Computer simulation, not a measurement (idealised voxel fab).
The following process module bears the name voxel plated lines.
Xsec cut, 175 nm wide, square cell size 5 nm.
Think of the cross-section as a grid of square cells. We describe it in bands, top to bottom, and each band covers one or more rows of those cells. Basically the band line says how high the top is and how high the bottom is, in nm, and then what's in it from left to right, every material with its width in nm. Empty space shows up as "blank", and if a single material carries "everywhere" it runs the full band edge to edge. Basically, 0 is our baseline, since under it the wafer straight out of the box is all one material. The bottom band has no lower end and keeps on going down, so it looks like "0 -> down". A two-number width, for instance "30->40", indicates that the width is equal to the first number in the top row of the band and to the second number in the bottom row, and that it changes by a constant amount per row of cells. Key: "no change" - step with no changed cell in the cross-section. For the entry "Enclosed voids", the listed items are empty spaces with no open way to the top whose size is 8 cells or more; each item follows the pattern width x height at distance, where distance is from the left edge and all three are in nm. The remark found on a step's line after its settings is issued by the simulator itself and pertains to that step. "overlay nm" denotes, for a step that has a mask, the displacement of the mask to the right of its planned place, with negative values corresponding to the left.
## Here's what the planned process steps look like
step 1: RECEIVE: material Si
step 2: CONFORMAL_DEP: material SiO2, thk nm 5
step 3: DIRECTIONAL_DEP: material TiN, thk nm 5
step 4: PATTERN: tone open, mask id LINES, material resist, width nm 20, pitch nm 40, thk nm 40, overlay nm 0
step 5: EPI: material Ru, thk nm 5
step 6: EPI: material Ru, thk nm 5
step 7: EPI: material Ru, thk nm 10
step 8: STRIP: etch materials resist
step 9: DIRECTIONAL_ETCH: etch materials TiN, depth nm 5
step 10: CONFORMAL_DEP: material SiN, thk nm 10
## The following pertains to the first of two wafers, which was processed as planned
## As-received state of the wafer in cross-section, equivalent to post-step 1
  0 -> down = Si everywhere
  Enclosed voids: none
## The following cross-section depicts the wafer upon completion of step 2
  5 -> 0 = SiO2 everywhere
  Below a height of 0, the structure has not been altered.
## The following cross-section depicts the wafer upon completion of step 3
  10 -> 5 = TiN everywhere
  Below a height of 5, the structure has not been altered.
## The following cross-section depicts the wafer upon completion of step 4
  50 -> 10 = resist 35; blank 20; resist 20; blank 20; resist 20; blank 20; resist 40
  Below a height of 10, the structure has not been altered.
## The following cross-section depicts the wafer upon completion of step 5
  50 -> 15 = resist 35; blank 20; resist 20; blank 20; resist 20; blank 20; resist 40
  15 -> 10 = resist 35; Ru 20; resist 20; Ru 20; resist 20; Ru 20; resist 40
  Below a height of 10, the structure has not been altered.
## The following cross-section depicts the wafer upon completion of step 6
  50 -> 20 = resist 35; blank 20; resist 20; blank 20; resist 20; blank 20; resist 40
  20 -> 10 = resist 35; Ru 20; resist 20; Ru 20; resist 20; Ru 20; resist 40
  Below a height of 10, the structure has not been altered.
## The following cross-section depicts the wafer upon completion of step 7
  50 -> 30 = resist 35; blank 20; resist 20; blank 20; resist 20; blank 20; resist 40
  30 -> 10 = resist 35; Ru 20; resist 20; Ru 20; resist 20; Ru 20; resist 40
  Below a height of 10, the structure has not been altered.
## The following cross-section depicts the wafer upon completion of step 8
  30 -> 10 = blank 35; Ru 20; blank 20; Ru 20; blank 20; Ru 20; blank 40
  Below a height of 10, the structure has not been altered.
## The following cross-section depicts the wafer upon completion of step 9
  30 -> 10 = blank 35; Ru 20; blank 20; Ru 20; blank 20; Ru 20; blank 40
  10 -> 5 = blank 35; TiN 20; blank 20; TiN 20; blank 20; TiN 20; blank 40
  Below a height of 5, the structure has not been altered.
## The following cross-section depicts the wafer upon completion of step 10
  40 -> 30 = blank 25; SiN 120; blank 30
  30 -> 15 = blank 25; SiN 10; Ru 20; SiN 20; Ru 20; SiN 20; Ru 20; SiN 10; blank 30
  15 -> 10 = SiN 35; Ru 20; SiN 20; Ru 20; SiN 20; Ru 20; SiN 40
  10 -> 5 = SiN 35; TiN 20; SiN 20; TiN 20; SiN 20; TiN 20; SiN 40
  Below a height of 5, the structure has not been altered.
## Okay, second wafer. Nothing different at the start, nothing different in the plan, just one mistake somewhere in the running. As far as step 3, counting that step, it's the first wafer all over again
## Second wafer shown in cross-section at the time step 4 was slated to end
  50 -> 10 = resist 25; blank 20; resist 20; blank 20; resist 20; blank 20; resist 50
  Below a height of 10, the structure has not been altered.
## Second wafer shown in cross-section at the time step 5 was slated to end
  50 -> 15 = resist 25; blank 20; resist 20; blank 20; resist 20; blank 20; resist 50
  15 -> 10 = resist 25; Ru 20; resist 20; Ru 20; resist 20; Ru 20; resist 50
  Below a height of 10, the structure has not been altered.
## Second wafer shown in cross-section at the time step 6 was slated to end
  50 -> 20 = resist 25; blank 20; resist 20; blank 20; resist 20; blank 20; resist 50
  20 -> 10 = resist 25; Ru 20; resist 20; Ru 20; resist 20; Ru 20; resist 50
  Below a height of 10, the structure has not been altered.
## Second wafer shown in cross-section at the time step 7 was slated to end
  50 -> 30 = resist 25; blank 20; resist 20; blank 20; resist 20; blank 20; resist 50
  30 -> 10 = resist 25; Ru 20; resist 20; Ru 20; resist 20; Ru 20; resist 50
  Below a height of 10, the structure has not been altered.
## Second wafer shown in cross-section at the time step 8 was slated to end
  30 -> 10 = blank 25; Ru 20; blank 20; Ru 20; blank 20; Ru 20; blank 50
  Below a height of 10, the structure has not been altered.
## Second wafer shown in cross-section at the time step 9 was slated to end
  30 -> 10 = blank 25; Ru 20; blank 20; Ru 20; blank 20; Ru 20; blank 50
  10 -> 5 = blank 25; TiN 20; blank 20; TiN 20; blank 20; TiN 20; blank 50
  Below a height of 5, the structure has not been altered.
## Second wafer shown in cross-section at the time step 10 was slated to end
  40 -> 30 = blank 15; SiN 120; blank 40
  30 -> 15 = blank 15; SiN 10; Ru 20; SiN 20; Ru 20; SiN 20; Ru 20; SiN 10; blank 40
  15 -> 10 = SiN 25; Ru 20; SiN 20; Ru 20; SiN 20; Ru 20; SiN 50
  10 -> 5 = SiN 25; TiN 20; SiN 20; TiN 20; SiN 20; TiN 20; SiN 50
  Below a height of 5, the structure has not been altered.
What went wrong in running the wafer? off-plan run, step 4, actual operation and settings PATTERN: tone open, mask id LINES, material resist, width nm 20, pitch nm 40, thk nm 40, overlay nm -10
At the end, each material covers as many cells on the second wafer as it does on the first, though the cells it covers are elsewhere.
